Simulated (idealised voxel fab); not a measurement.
process module | voxel trench capacitor
cross-section cut | 245 nm wide | cells 5 nm
A cross-section is a grid of square cells, given in bands from the top down. A band is one or more rows of cells.
Each band's line starts with the height of the band's top and of its bottom, in nm. Then come its materials from left to right, each with its width in nm. One material with "throughout" fills the band from edge to edge. "air" is empty space.
Height 0 is the level under which the wafer as received is all one material. The lowest band goes on downwards, as in "0 down".
A width such as "30 to 40" changes by the same amount from each row of cells to the next, from the band's top row to its bottom row.
"no change" after a step means that no cell of the cross-section changed.
closed voids: empty space of 8 cells or more with no open way to the top, each as width x height at its distance from the left edge, in nm
after a step's settings: what the simulator itself notes on the step
overlay nm, on a step with a mask: how far to the right of its planned place the mask lay; to the left if negative
Each pair below shows a cross-section before one step and the cross-section after it, down to the lowest band that changed. The line under each pair gives the step between them, with its settings. The pairs can come from different runs of this module on the same starting wafer, so a pair continues from the pair above only where its "before" says so.
before
  0 down: Si throughout
  closed voids: none
after
  5 to 0: SiN throughout
  below 0: unchanged
  closed voids: none
the step between: op CONFORMAL_DEP | material SiN | thk nm 5
before: the cross-section after the pair above
after
  25 to 5: resist 70 | air 25 | resist 15 | air 25 | resist 15 | air 25 | resist 70
  below 5: unchanged
  closed voids: none
the step between: op PATTERN | tone open | mask id TRENCH | material resist | width nm 25 | pitch nm 40 | thk nm 20 | overlay nm 0
before: the cross-section after the pair above
after
  25 to 5: resist 70 | air 25 | resist 15 | air 25 | resist 15 | air 25 | resist 70
  5 to 0: SiN 70 | air 25 | SiN 15 | air 25 | SiN 15 | air 25 | SiN 70
  below 0: unchanged
  closed voids: none
the step between: op DIRECTIONAL_ETCH | etch materials SiN | depth nm 5
before: the cross-section after the pair above
after
  25 to 5: resist 70 | air 25 | resist 15 | air 25 | resist 15 | air 25 | resist 70
  5 to 0: SiN 70 | air 25 | SiN 15 | air 25 | SiN 15 | air 25 | SiN 70
  0 to -40: Si 70 | air 25 | Si 15 | air 25 | Si 15 | air 25 | Si 70
  below -40: unchanged
  closed voids: none
the step between: op DIRECTIONAL_ETCH | etch materials Si | depth nm 40
before: the cross-section after the pair above
after
  5 to 0: SiN 70 | air 25 | SiN 15 | air 25 | SiN 15 | air 25 | SiN 70
  below 0: unchanged
  closed voids: none
the step between: op STRIP | etch materials resist
before: the cross-section after the pair above
after
  10 to 5: Al2O3 75 | air 15 | Al2O3 25 | air 15 | Al2O3 25 | air 15 | Al2O3 75
  5 to 0: SiN 70 | Al2O3 5 | air 15 | Al2O3 5 | SiN 15 | Al2O3 5 | air 15 | Al2O3 5 | SiN 15 | Al2O3 5 | air 15 | Al2O3 5 | SiN 70
  0 to -35: Si 70 | Al2O3 5 | air 15 | Al2O3 5 | Si 15 | Al2O3 5 | air 15 | Al2O3 5 | Si 15 | Al2O3 5 | air 15 | Al2O3 5 | Si 70
  -35 to -40: Si 70 | Al2O3 25 | Si 15 | Al2O3 25 | Si 15 | Al2O3 25 | Si 70
  below -40: unchanged
  closed voids: none
the step between: op CONFORMAL_DEP | material Al2O3 | thk nm 5
before: the cross-section after the pair above
after
  15 to 10: TiN 80 | air 5 | TiN 35 | air 5 | TiN 35 | air 5 | TiN 80
  10 to 5: Al2O3 75 | TiN 5 | air 5 | TiN 5 | Al2O3 25 | TiN 5 | air 5 | TiN 5 | Al2O3 25 | TiN 5 | air 5 | TiN 5 | Al2O3 75
  5 to 0: SiN 70 | Al2O3 5 | TiN 5 | air 5 | TiN 5 | Al2O3 5 | SiN 15 | Al2O3 5 | TiN 5 | air 5 | TiN 5 | Al2O3 5 | SiN 15 | Al2O3 5 | TiN 5 | air 5 | TiN 5 | Al2O3 5 | SiN 70
  0 to -30: Si 70 | Al2O3 5 | TiN 5 | air 5 | TiN 5 | Al2O3 5 | Si 15 | Al2O3 5 | TiN 5 | air 5 | TiN 5 | Al2O3 5 | Si 15 | Al2O3 5 | TiN 5 | air 5 | TiN 5 | Al2O3 5 | Si 70
  -30 to -35: Si 70 | Al2O3 5 | TiN 15 | Al2O3 5 | Si 15 | Al2O3 5 | TiN 15 | Al2O3 5 | Si 15 | Al2O3 5 | TiN 15 | Al2O3 5 | Si 70
  below -35: unchanged
  closed voids: none
the step between: op CONFORMAL_DEP | material TiN | thk nm 5
before: the cross-section after the pair above
after
  25 to 15: W throughout
  15 to 10: TiN 80 | W 5 | TiN 35 | W 5 | TiN 35 | W 5 | TiN 80
  10 to 5: Al2O3 75 | TiN 5 | W 5 | TiN 5 | Al2O3 25 | TiN 5 | W 5 | TiN 5 | Al2O3 25 | TiN 5 | W 5 | TiN 5 | Al2O3 75
  5 to 0: SiN 70 | Al2O3 5 | TiN 5 | W 5 | TiN 5 | Al2O3 5 | SiN 15 | Al2O3 5 | TiN 5 | W 5 | TiN 5 | Al2O3 5 | SiN 15 | Al2O3 5 | TiN 5 | W 5 | TiN 5 | Al2O3 5 | SiN 70
  0 to -30: Si 70 | Al2O3 5 | TiN 5 | W 5 | TiN 5 | Al2O3 5 | Si 15 | Al2O3 5 | TiN 5 | W 5 | TiN 5 | Al2O3 5 | Si 15 | Al2O3 5 | TiN 5 | W 5 | TiN 5 | Al2O3 5 | Si 70
  below -30: unchanged
  closed voids: none
the step between: op FILL_DEP | material W | thk nm 10
before: the cross-section after the pair above
after
  5 to 0: SiN 70 | Al2O3 5 | TiN 5 | W 5 | TiN 5 | Al2O3 5 | SiN 15 | Al2O3 5 | TiN 5 | W 5 | TiN 5 | Al2O3 5 | SiN 15 | Al2O3 5 | TiN 5 | W 5 | TiN 5 | Al2O3 5 | SiN 70
  below 0: unchanged
  closed voids: none
the step between: op CMP | height nm 5
before
  25 to 5: resist 70 | air 25 | resist 15 | air 25 | resist 15 | air 25 | resist 70
  5 to 0: SiN 70 | air 25 | SiN 15 | air 25 | SiN 15 | air 25 | SiN 70
  0 to -40: Si 70 | air 25 | Si 15 | air 25 | Si 15 | air 25 | Si 70
  -40 down: Si throughout
  closed voids: none
after
  25 to 5: resist 70 | air 25 | resist 15 | air 25 | resist 15 | air 25 | resist 70
  5 to 0: SiN 70 | air 25 | SiN 15 | air 25 | SiN 15 | air 25 | SiN 70
  0 to -80: Si 70 | air 25 | Si 15 | air 25 | Si 15 | air 25 | Si 70
  below -80: unchanged
  closed voids: none
the step between: op DIRECTIONAL_ETCH | etch materials Si | depth nm 40
before: the cross-section after the pair above
after
  5 to 0: SiN 70 | air 25 | SiN 15 | air 25 | SiN 15 | air 25 | SiN 70
  below 0: unchanged
  closed voids: none
the step between: op STRIP | etch materials resist
before: the cross-section after the pair above
after
  10 to 5: Al2O3 75 | air 15 | Al2O3 25 | air 15 | Al2O3 25 | air 15 | Al2O3 75
  5 to 0: SiN 70 | Al2O3 5 | air 15 | Al2O3 5 | SiN 15 | Al2O3 5 | air 15 | Al2O3 5 | SiN 15 | Al2O3 5 | air 15 | Al2O3 5 | SiN 70
  0 to -75: Si 70 | Al2O3 5 | air 15 | Al2O3 5 | Si 15 | Al2O3 5 | air 15 | Al2O3 5 | Si 15 | Al2O3 5 | air 15 | Al2O3 5 | Si 70
  -75 to -80: Si 70 | Al2O3 25 | Si 15 | Al2O3 25 | Si 15 | Al2O3 25 | Si 70
  below -80: unchanged
  closed voids: none
the step between: op CONFORMAL_DEP | material Al2O3 | thk nm 5
before: the cross-section after the pair above
after
  15 to 10: TiN 80 | air 5 | TiN 35 | air 5 | TiN 35 | air 5 | TiN 80
  10 to 5: Al2O3 75 | TiN 5 | air 5 | TiN 5 | Al2O3 25 | TiN 5 | air 5 | TiN 5 | Al2O3 25 | TiN 5 | air 5 | TiN 5 | Al2O3 75
  5 to 0: SiN 70 | Al2O3 5 | TiN 5 | air 5 | TiN 5 | Al2O3 5 | SiN 15 | Al2O3 5 | TiN 5 | air 5 | TiN 5 | Al2O3 5 | SiN 15 | Al2O3 5 | TiN 5 | air 5 | TiN 5 | Al2O3 5 | SiN 70
  0 to -70: Si 70 | Al2O3 5 | TiN 5 | air 5 | TiN 5 | Al2O3 5 | Si 15 | Al2O3 5 | TiN 5 | air 5 | TiN 5 | Al2O3 5 | Si 15 | Al2O3 5 | TiN 5 | air 5 | TiN 5 | Al2O3 5 | Si 70
  -70 to -75: Si 70 | Al2O3 5 | TiN 15 | Al2O3 5 | Si 15 | Al2O3 5 | TiN 15 | Al2O3 5 | Si 15 | Al2O3 5 | TiN 15 | Al2O3 5 | Si 70
  below -75: unchanged
  closed voids: none
the step between: op CONFORMAL_DEP | material TiN | thk nm 5
before: the cross-section after the pair above
after
  25 to 15: W throughout
  15 to 10: TiN 80 | W 5 | TiN 35 | W 5 | TiN 35 | W 5 | TiN 80
  10 to 5: Al2O3 75 | TiN 5 | W 5 | TiN 5 | Al2O3 25 | TiN 5 | W 5 | TiN 5 | Al2O3 25 | TiN 5 | W 5 | TiN 5 | Al2O3 75
  5 to 0: SiN 70 | Al2O3 5 | TiN 5 | W 5 | TiN 5 | Al2O3 5 | SiN 15 | Al2O3 5 | TiN 5 | W 5 | TiN 5 | Al2O3 5 | SiN 15 | Al2O3 5 | TiN 5 | W 5 | TiN 5 | Al2O3 5 | SiN 70
  0 to -70: Si 70 | Al2O3 5 | TiN 5 | W 5 | TiN 5 | Al2O3 5 | Si 15 | Al2O3 5 | TiN 5 | W 5 | TiN 5 | Al2O3 5 | Si 15 | Al2O3 5 | TiN 5 | W 5 | TiN 5 | Al2O3 5 | Si 70
  below -70: unchanged
  closed voids: none
the step between: op FILL_DEP | material W | thk nm 10
before: the cross-section after the pair above
after
  5 to 0: SiN 70 | Al2O3 5 | TiN 5 | W 5 | TiN 5 | Al2O3 5 | SiN 15 | Al2O3 5 | TiN 5 | W 5 | TiN 5 | Al2O3 5 | SiN 15 | Al2O3 5 | TiN 5 | W 5 | TiN 5 | Al2O3 5 | SiN 70
  below 0: unchanged
  closed voids: none
the step between: op CMP | height nm 5
before
  5 to 0: SiN 70 | air 25 | SiN 15 | air 25 | SiN 15 | air 25 | SiN 70
  0 to -40: Si 70 | air 25 | Si 15 | air 25 | Si 15 | air 25 | Si 70
  -40 down: Si throughout
  closed voids: none
after
  10 to 5: TiN 75 | air 15 | TiN 25 | air 15 | TiN 25 | air 15 | TiN 75
  5 to 0: SiN 70 | TiN 5 | air 15 | TiN 5 | SiN 15 | TiN 5 | air 15 | TiN 5 | SiN 15 | TiN 5 | air 15 | TiN 5 | SiN 70
  0 to -35: Si 70 | TiN 5 | air 15 | TiN 5 | Si 15 | TiN 5 | air 15 | TiN 5 | Si 15 | TiN 5 | air 15 | TiN 5 | Si 70
  -35 to -40: Si 70 | TiN 25 | Si 15 | TiN 25 | Si 15 | TiN 25 | Si 70
  below -40: unchanged
  closed voids: none
the step between: op CONFORMAL_DEP | material TiN | thk nm 5
before: the cross-section after the pair above
after
  15 to 10: Al2O3 80 | air 5 | Al2O3 35 | air 5 | Al2O3 35 | air 5 | Al2O3 80
  10 to 5: TiN 75 | Al2O3 5 | air 5 | Al2O3 5 | TiN 25 | Al2O3 5 | air 5 | Al2O3 5 | TiN 25 | Al2O3 5 | air 5 | Al2O3 5 | TiN 75
  5 to 0: SiN 70 | TiN 5 | Al2O3 5 | air 5 | Al2O3 5 | TiN 5 | SiN 15 | TiN 5 | Al2O3 5 | air 5 | Al2O3 5 | TiN 5 | SiN 15 | TiN 5 | Al2O3 5 | air 5 | Al2O3 5 | TiN 5 | SiN 70
  0 to -30: Si 70 | TiN 5 | Al2O3 5 | air 5 | Al2O3 5 | TiN 5 | Si 15 | TiN 5 | Al2O3 5 | air 5 | Al2O3 5 | TiN 5 | Si 15 | TiN 5 | Al2O3 5 | air 5 | Al2O3 5 | TiN 5 | Si 70
  -30 to -35: Si 70 | TiN 5 | Al2O3 15 | TiN 5 | Si 15 | TiN 5 | Al2O3 15 | TiN 5 | Si 15 | TiN 5 | Al2O3 15 | TiN 5 | Si 70
  below -35: unchanged
  closed voids: none
the step between: op CONFORMAL_DEP | material Al2O3 | thk nm 5
before: the cross-section after the pair above
after
  25 to 15: W throughout
  15 to 10: Al2O3 80 | W 5 | Al2O3 35 | W 5 | Al2O3 35 | W 5 | Al2O3 80
  10 to 5: TiN 75 | Al2O3 5 | W 5 | Al2O3 5 | TiN 25 | Al2O3 5 | W 5 | Al2O3 5 | TiN 25 | Al2O3 5 | W 5 | Al2O3 5 | TiN 75
  5 to 0: SiN 70 | TiN 5 | Al2O3 5 | W 5 | Al2O3 5 | TiN 5 | SiN 15 | TiN 5 | Al2O3 5 | W 5 | Al2O3 5 | TiN 5 | SiN 15 | TiN 5 | Al2O3 5 | W 5 | Al2O3 5 | TiN 5 | SiN 70
  0 to -30: Si 70 | TiN 5 | Al2O3 5 | W 5 | Al2O3 5 | TiN 5 | Si 15 | TiN 5 | Al2O3 5 | W 5 | Al2O3 5 | TiN 5 | Si 15 | TiN 5 | Al2O3 5 | W 5 | Al2O3 5 | TiN 5 | Si 70
  below -30: unchanged
  closed voids: none
the step between: op FILL_DEP | material W | thk nm 10
before: the cross-section after the pair above
after
  5 to 0: SiN 70 | TiN 5 | Al2O3 5 | W 5 | Al2O3 5 | TiN 5 | SiN 15 | TiN 5 | Al2O3 5 | W 5 | Al2O3 5 | TiN 5 | SiN 15 | TiN 5 | Al2O3 5 | W 5 | Al2O3 5 | TiN 5 | SiN 70
  below 0: unchanged
  closed voids: none
the step between: op CMP | height nm 5
before
  25 to 5: resist 70 | air 25 | resist 15 | air 25 | resist 15 | air 25 | resist 70
  5 to 0: SiN 70 | air 25 | SiN 15 | air 25 | SiN 15 | air 25 | SiN 70
  0 down: Si throughout
  closed voids: none
after
  25 to 5: resist 70 | air 25 | resist 15 | air 25 | resist 15 | air 25 | resist 70
  5 to 0: SiN 70 | air 25 | SiN 15 | air 25 | SiN 15 | air 25 | SiN 70
  0 to -45: Si 70 | air 25 | Si 15 | air 25 | Si 15 | air 25 | Si 70
  below -45: unchanged
  closed voids: none
the step between: op DIRECTIONAL_ETCH | etch materials Si | depth nm 45
before: the cross-section after the pair above
after
  5 to 0: SiN 70 | air 25 | SiN 15 | air 25 | SiN 15 | air 25 | SiN 70
  below 0: unchanged
  closed voids: none
the step between: op STRIP | etch materials resist
before: the cross-section after the pair above
after
  10 to 5: Al2O3 75 | air 15 | Al2O3 25 | air 15 | Al2O3 25 | air 15 | Al2O3 75
  5 to 0: SiN 70 | Al2O3 5 | air 15 | Al2O3 5 | SiN 15 | Al2O3 5 | air 15 | Al2O3 5 | SiN 15 | Al2O3 5 | air 15 | Al2O3 5 | SiN 70
  0 to -40: Si 70 | Al2O3 5 | air 15 | Al2O3 5 | Si 15 | Al2O3 5 | air 15 | Al2O3 5 | Si 15 | Al2O3 5 | air 15 | Al2O3 5 | Si 70
  -40 to -45: Si 70 | Al2O3 25 | Si 15 | Al2O3 25 | Si 15 | Al2O3 25 | Si 70
  below -45: unchanged
  closed voids: none
the step between: op CONFORMAL_DEP | material Al2O3 | thk nm 5
before: the cross-section after the pair above
after
  15 to 10: TiN 80 | air 5 | TiN 35 | air 5 | TiN 35 | air 5 | TiN 80
  10 to 5: Al2O3 75 | TiN 5 | air 5 | TiN 5 | Al2O3 25 | TiN 5 | air 5 | TiN 5 | Al2O3 25 | TiN 5 | air 5 | TiN 5 | Al2O3 75
  5 to 0: SiN 70 | Al2O3 5 | TiN 5 | air 5 | TiN 5 | Al2O3 5 | SiN 15 | Al2O3 5 | TiN 5 | air 5 | TiN 5 | Al2O3 5 | SiN 15 | Al2O3 5 | TiN 5 | air 5 | TiN 5 | Al2O3 5 | SiN 70
  0 to -35: Si 70 | Al2O3 5 | TiN 5 | air 5 | TiN 5 | Al2O3 5 | Si 15 | Al2O3 5 | TiN 5 | air 5 | TiN 5 | Al2O3 5 | Si 15 | Al2O3 5 | TiN 5 | air 5 | TiN 5 | Al2O3 5 | Si 70
  -35 to -40: Si 70 | Al2O3 5 | TiN 15 | Al2O3 5 | Si 15 | Al2O3 5 | TiN 15 | Al2O3 5 | Si 15 | Al2O3 5 | TiN 15 | Al2O3 5 | Si 70
  below -40: unchanged
  closed voids: none
the step between: op CONFORMAL_DEP | material TiN | thk nm 5
before: the cross-section after the pair above
after
  25 to 15: W throughout
  15 to 10: TiN 80 | W 5 | TiN 35 | W 5 | TiN 35 | W 5 | TiN 80
  10 to 5: Al2O3 75 | TiN 5 | W 5 | TiN 5 | Al2O3 25 | TiN 5 | W 5 | TiN 5 | Al2O3 25 | TiN 5 | W 5 | TiN 5 | Al2O3 75
  5 to 0: SiN 70 | Al2O3 5 | TiN 5 | W 5 | TiN 5 | Al2O3 5 | SiN 15 | Al2O3 5 | TiN 5 | W 5 | TiN 5 | Al2O3 5 | SiN 15 | Al2O3 5 | TiN 5 | W 5 | TiN 5 | Al2O3 5 | SiN 70
  0 to -35: Si 70 | Al2O3 5 | TiN 5 | W 5 | TiN 5 | Al2O3 5 | Si 15 | Al2O3 5 | TiN 5 | W 5 | TiN 5 | Al2O3 5 | Si 15 | Al2O3 5 | TiN 5 | W 5 | TiN 5 | Al2O3 5 | Si 70
  below -35: unchanged
  closed voids: none
the step between: op FILL_DEP | material W | thk nm 10
before: the cross-section after the pair above
after
  5 to 0: SiN 70 | Al2O3 5 | TiN 5 | W 5 | TiN 5 | Al2O3 5 | SiN 15 | Al2O3 5 | TiN 5 | W 5 | TiN 5 | Al2O3 5 | SiN 15 | Al2O3 5 | TiN 5 | W 5 | TiN 5 | Al2O3 5 | SiN 70
  below 0: unchanged
  closed voids: none
the step between: op CMP | height nm 5
before
  5 to 0: SiN throughout
  0 down: Si throughout
  closed voids: none
after
  25 to 5: resist 75 | air 15 | resist 25 | air 15 | resist 25 | air 15 | resist 75
  below 5: unchanged
  closed voids: none
the step between: op PATTERN | tone open | mask id TRENCH | material resist | width nm 15 | pitch nm 40 | thk nm 20 | overlay nm 0
before: the cross-section after the pair above
after
  25 to 5: resist 75 | air 15 | resist 25 | air 15 | resist 25 | air 15 | resist 75
  5 to 0: SiN 75 | air 15 | SiN 25 | air 15 | SiN 25 | air 15 | SiN 75
  below 0: unchanged
  closed voids: none
the step between: op DIRECTIONAL_ETCH | etch materials SiN | depth nm 5
before: the cross-section after the pair above
after
  25 to 5: resist 75 | air 15 | resist 25 | air 15 | resist 25 | air 15 | resist 75
  5 to 0: SiN 75 | air 15 | SiN 25 | air 15 | SiN 25 | air 15 | SiN 75
  0 to -40: Si 75 | air 15 | Si 25 | air 15 | Si 25 | air 15 | Si 75
  below -40: unchanged
  closed voids: none
the step between: op DIRECTIONAL_ETCH | etch materials Si | depth nm 40
before: the cross-section after the pair above
after
  5 to 0: SiN 75 | air 15 | SiN 25 | air 15 | SiN 25 | air 15 | SiN 75
  below 0: unchanged
  closed voids: none
the step between: op STRIP | etch materials resist
before: the cross-section after the pair above
after
  10 to 5: Al2O3 80 | air 5 | Al2O3 35 | air 5 | Al2O3 35 | air 5 | Al2O3 80
  5 to 0: SiN 75 | Al2O3 5 | air 5 | Al2O3 5 | SiN 25 | Al2O3 5 | air 5 | Al2O3 5 | SiN 25 | Al2O3 5 | air 5 | Al2O3 5 | SiN 75
  0 to -35: Si 75 | Al2O3 5 | air 5 | Al2O3 5 | Si 25 | Al2O3 5 | air 5 | Al2O3 5 | Si 25 | Al2O3 5 | air 5 | Al2O3 5 | Si 75
  -35 to -40: Si 75 | Al2O3 15 | Si 25 | Al2O3 15 | Si 25 | Al2O3 15 | Si 75
  below -40: unchanged
  closed voids: none
the step between: op CONFORMAL_DEP | material Al2O3 | thk nm 5
before: the cross-section after the pair above
after
  15 to 10: TiN throughout
  10 to 5: Al2O3 80 | TiN 5 | Al2O3 35 | TiN 5 | Al2O3 35 | TiN 5 | Al2O3 80
  5 to 0: SiN 75 | Al2O3 5 | TiN 5 | Al2O3 5 | SiN 25 | Al2O3 5 | TiN 5 | Al2O3 5 | SiN 25 | Al2O3 5 | TiN 5 | Al2O3 5 | SiN 75
  0 to -35: Si 75 | Al2O3 5 | TiN 5 | Al2O3 5 | Si 25 | Al2O3 5 | TiN 5 | Al2O3 5 | Si 25 | Al2O3 5 | TiN 5 | Al2O3 5 | Si 75
  below -35: unchanged
  closed voids: none
the step between: op CONFORMAL_DEP | material TiN | thk nm 5
before: the cross-section after the pair above
after
  25 to 15: W throughout
  below 15: unchanged
  closed voids: none
the step between: op FILL_DEP | material W | thk nm 10
before: the cross-section after the pair above
after
  5 to 0: SiN 75 | Al2O3 5 | TiN 5 | Al2O3 5 | SiN 25 | Al2O3 5 | TiN 5 | Al2O3 5 | SiN 25 | Al2O3 5 | TiN 5 | Al2O3 5 | SiN 75
  below 0: unchanged
  closed voids: none
the step between: op CMP | height nm 5
before
  5 to 0: SiN throughout
  0 down: Si throughout
  closed voids: none
after
  25 to 5: resist 80 | air 25 | resist 15 | air 25 | resist 15 | air 25 | resist 60
  below 5: unchanged
  closed voids: none
the step between: op PATTERN | tone open | mask id TRENCH | material resist | width nm 25 | pitch nm 40 | thk nm 20 | overlay nm 10
before: the cross-section after the pair above
after
  25 to 5: resist 80 | air 25 | resist 15 | air 25 | resist 15 | air 25 | resist 60
  5 to 0: SiN 80 | air 25 | SiN 15 | air 25 | SiN 15 | air 25 | SiN 60
  below 0: unchanged
  closed voids: none
the step between: op DIRECTIONAL_ETCH | etch materials SiN | depth nm 5
before: the cross-section after the pair above
after
  25 to 5: resist 80 | air 25 | resist 15 | air 25 | resist 15 | air 25 | resist 60
  5 to 0: SiN 80 | air 25 | SiN 15 | air 25 | SiN 15 | air 25 | SiN 60
  0 to -40: Si 80 | air 25 | Si 15 | air 25 | Si 15 | air 25 | Si 60
  below -40: unchanged
  closed voids: none
the step between: op DIRECTIONAL_ETCH | etch materials Si | depth nm 40
before: the cross-section after the pair above
after
  5 to 0: SiN 80 | air 25 | SiN 15 | air 25 | SiN 15 | air 25 | SiN 60
  below 0: unchanged
  closed voids: none
the step between: op STRIP | etch materials resist
before: the cross-section after the pair above
after
  10 to 5: Al2O3 85 | air 15 | Al2O3 25 | air 15 | Al2O3 25 | air 15 | Al2O3 65
  5 to 0: SiN 80 | Al2O3 5 | air 15 | Al2O3 5 | SiN 15 | Al2O3 5 | air 15 | Al2O3 5 | SiN 15 | Al2O3 5 | air 15 | Al2O3 5 | SiN 60
  0 to -35: Si 80 | Al2O3 5 | air 15 | Al2O3 5 | Si 15 | Al2O3 5 | air 15 | Al2O3 5 | Si 15 | Al2O3 5 | air 15 | Al2O3 5 | Si 60
  -35 to -40: Si 80 | Al2O3 25 | Si 15 | Al2O3 25 | Si 15 | Al2O3 25 | Si 60
  below -40: unchanged
  closed voids: none
the step between: op CONFORMAL_DEP | material Al2O3 | thk nm 5
before: the cross-section after the pair above
after
  15 to 10: TiN 90 | air 5 | TiN 35 | air 5 | TiN 35 | air 5 | TiN 70
  10 to 5: Al2O3 85 | TiN 5 | air 5 | TiN 5 | Al2O3 25 | TiN 5 | air 5 | TiN 5 | Al2O3 25 | TiN 5 | air 5 | TiN 5 | Al2O3 65
  5 to 0: SiN 80 | Al2O3 5 | TiN 5 | air 5 | TiN 5 | Al2O3 5 | SiN 15 | Al2O3 5 | TiN 5 | air 5 | TiN 5 | Al2O3 5 | SiN 15 | Al2O3 5 | TiN 5 | air 5 | TiN 5 | Al2O3 5 | SiN 60
  0 to -30: Si 80 | Al2O3 5 | TiN 5 | air 5 | TiN 5 | Al2O3 5 | Si 15 | Al2O3 5 | TiN 5 | air 5 | TiN 5 | Al2O3 5 | Si 15 | Al2O3 5 | TiN 5 | air 5 | TiN 5 | Al2O3 5 | Si 60
  -30 to -35: Si 80 | Al2O3 5 | TiN 15 | Al2O3 5 | Si 15 | Al2O3 5 | TiN 15 | Al2O3 5 | Si 15 | Al2O3 5 | TiN 15 | Al2O3 5 | Si 60
  below -35: unchanged
  closed voids: none
the step between: op CONFORMAL_DEP | material TiN | thk nm 5
before: the cross-section after the pair above
after
  25 to 15: W throughout
  15 to 10: TiN 90 | W 5 | TiN 35 | W 5 | TiN 35 | W 5 | TiN 70
  10 to 5: Al2O3 85 | TiN 5 | W 5 | TiN 5 | Al2O3 25 | TiN 5 | W 5 | TiN 5 | Al2O3 25 | TiN 5 | W 5 | TiN 5 | Al2O3 65
  5 to 0: SiN 80 | Al2O3 5 | TiN 5 | W 5 | TiN 5 | Al2O3 5 | SiN 15 | Al2O3 5 | TiN 5 | W 5 | TiN 5 | Al2O3 5 | SiN 15 | Al2O3 5 | TiN 5 | W 5 | TiN 5 | Al2O3 5 | SiN 60
  0 to -30: Si 80 | Al2O3 5 | TiN 5 | W 5 | TiN 5 | Al2O3 5 | Si 15 | Al2O3 5 | TiN 5 | W 5 | TiN 5 | Al2O3 5 | Si 15 | Al2O3 5 | TiN 5 | W 5 | TiN 5 | Al2O3 5 | Si 60
  below -30: unchanged
  closed voids: none
the step between: op FILL_DEP | material W | thk nm 10
before: the cross-section after the pair above
after
  5 to 0: SiN 80 | Al2O3 5 | TiN 5 | W 5 | TiN 5 | Al2O3 5 | SiN 15 | Al2O3 5 | TiN 5 | W 5 | TiN 5 | Al2O3 5 | SiN 15 | Al2O3 5 | TiN 5 | W 5 | TiN 5 | Al2O3 5 | SiN 60
  below 0: unchanged
  closed voids: none
the step between: op CMP | height nm 5
before
  0 down: Si throughout
  closed voids: none
after
  5 to 0: TiN throughout
  below 0: unchanged
  closed voids: none
the step between: op CONFORMAL_DEP | material TiN | thk nm 5
before: the cross-section after the pair above
after
  25 to 5: resist 70 | air 25 | resist 15 | air 25 | resist 15 | air 25 | resist 70
  below 5: unchanged
  closed voids: none
the step between: op PATTERN | tone open | mask id TRENCH | material resist | width nm 25 | pitch nm 40 | thk nm 20 | overlay nm 0
before: the cross-section after the pair above
after
  5 to 0: TiN throughout
  below 0: unchanged
  closed voids: none
the step between: op STRIP | etch materials resist
before: the cross-section after the pair above
after
  10 to 5: Al2O3 throughout
  below 5: unchanged
  closed voids: none
the step between: op CONFORMAL_DEP | material Al2O3 | thk nm 5
before: the cross-section after the pair above
after
  15 to 10: TiN throughout
  below 10: unchanged
  closed voids: none
the step between: op CONFORMAL_DEP | material TiN | thk nm 5
before: the cross-section after the pair above
after
  25 to 15: W throughout
  below 15: unchanged
  closed voids: none
the step between: op FILL_DEP | material W | thk nm 10
before: the cross-section after the pair above
after
  5 to 0: TiN throughout
  below 0: unchanged
  closed voids: none
the step between: op CMP | height nm 5
before
  5 to 0: SiN throughout
  0 down: Si throughout
  closed voids: none
after
  25 to 5: air 70 | resist 25 | air 15 | resist 25 | air 15 | resist 25 | air 70
  below 5: unchanged
  closed voids: none
the step between: op PATTERN | tone cover | mask id TRENCH | material resist | width nm 25 | pitch nm 40 | thk nm 20 | overlay nm 0
before: the cross-section after the pair above
after
  25 to 5: air 70 | resist 25 | air 15 | resist 25 | air 15 | resist 25 | air 70
  5 to 0: air 70 | SiN 25 | air 15 | SiN 25 | air 15 | SiN 25 | air 70
  below 0: unchanged
  closed voids: none
the step between: op DIRECTIONAL_ETCH | etch materials SiN | depth nm 5
before: the cross-section after the pair above
after
  25 to 5: air 70 | resist 25 | air 15 | resist 25 | air 15 | resist 25 | air 70
  5 to 0: air 70 | SiN 25 | air 15 | SiN 25 | air 15 | SiN 25 | air 70
  0 to -40: air 70 | Si 25 | air 15 | Si 25 | air 15 | Si 25 | air 70
  below -40: unchanged
  closed voids: none
the step between: op DIRECTIONAL_ETCH | etch materials Si | depth nm 40
before: the cross-section after the pair above
after
  5 to 0: air 70 | SiN 25 | air 15 | SiN 25 | air 15 | SiN 25 | air 70
  below 0: unchanged
  closed voids: none
the step between: op STRIP | etch materials resist
before: the cross-section after the pair above
after
  10 to 5: air 65 | Al2O3 35 | air 5 | Al2O3 35 | air 5 | Al2O3 35 | air 65
  5 to 0: air 65 | Al2O3 5 | SiN 25 | Al2O3 5 | air 5 | Al2O3 5 | SiN 25 | Al2O3 5 | air 5 | Al2O3 5 | SiN 25 | Al2O3 5 | air 65
  0 to -35: air 65 | Al2O3 5 | Si 25 | Al2O3 5 | air 5 | Al2O3 5 | Si 25 | Al2O3 5 | air 5 | Al2O3 5 | Si 25 | Al2O3 5 | air 65
  -35 to -40: Al2O3 70 | Si 25 | Al2O3 15 | Si 25 | Al2O3 15 | Si 25 | Al2O3 70
  below -40: unchanged
  closed voids: none
the step between: op CONFORMAL_DEP | material Al2O3 | thk nm 5
before: the cross-section after the pair above
after
  15 to 10: air 60 | TiN 125 | air 60
  10 to 5: air 60 | TiN 5 | Al2O3 35 | TiN 5 | Al2O3 35 | TiN 5 | Al2O3 35 | TiN 5 | air 60
  5 to 0: air 60 | TiN 5 | Al2O3 5 | SiN 25 | Al2O3 5 | TiN 5 | Al2O3 5 | SiN 25 | Al2O3 5 | TiN 5 | Al2O3 5 | SiN 25 | Al2O3 5 | TiN 5 | air 60
  0 to -30: air 60 | TiN 5 | Al2O3 5 | Si 25 | Al2O3 5 | TiN 5 | Al2O3 5 | Si 25 | Al2O3 5 | TiN 5 | Al2O3 5 | Si 25 | Al2O3 5 | TiN 5 | air 60
  -30 to -35: TiN 65 | Al2O3 5 | Si 25 | Al2O3 5 | TiN 5 | Al2O3 5 | Si 25 | Al2O3 5 | TiN 5 | Al2O3 5 | Si 25 | Al2O3 5 | TiN 65
  below -35: unchanged
  closed voids: none
the step between: op CONFORMAL_DEP | material TiN | thk nm 5
before: the cross-section after the pair above
after
  25 to 15: W throughout
  15 to 10: W 60 | TiN 125 | W 60
  10 to 5: W 60 | TiN 5 | Al2O3 35 | TiN 5 | Al2O3 35 | TiN 5 | Al2O3 35 | TiN 5 | W 60
  5 to 0: W 60 | TiN 5 | Al2O3 5 | SiN 25 | Al2O3 5 | TiN 5 | Al2O3 5 | SiN 25 | Al2O3 5 | TiN 5 | Al2O3 5 | SiN 25 | Al2O3 5 | TiN 5 | W 60
  0 to -30: W 60 | TiN 5 | Al2O3 5 | Si 25 | Al2O3 5 | TiN 5 | Al2O3 5 | Si 25 | Al2O3 5 | TiN 5 | Al2O3 5 | Si 25 | Al2O3 5 | TiN 5 | W 60
  below -30: unchanged
  closed voids: none
the step between: op FILL_DEP | material W | thk nm 10
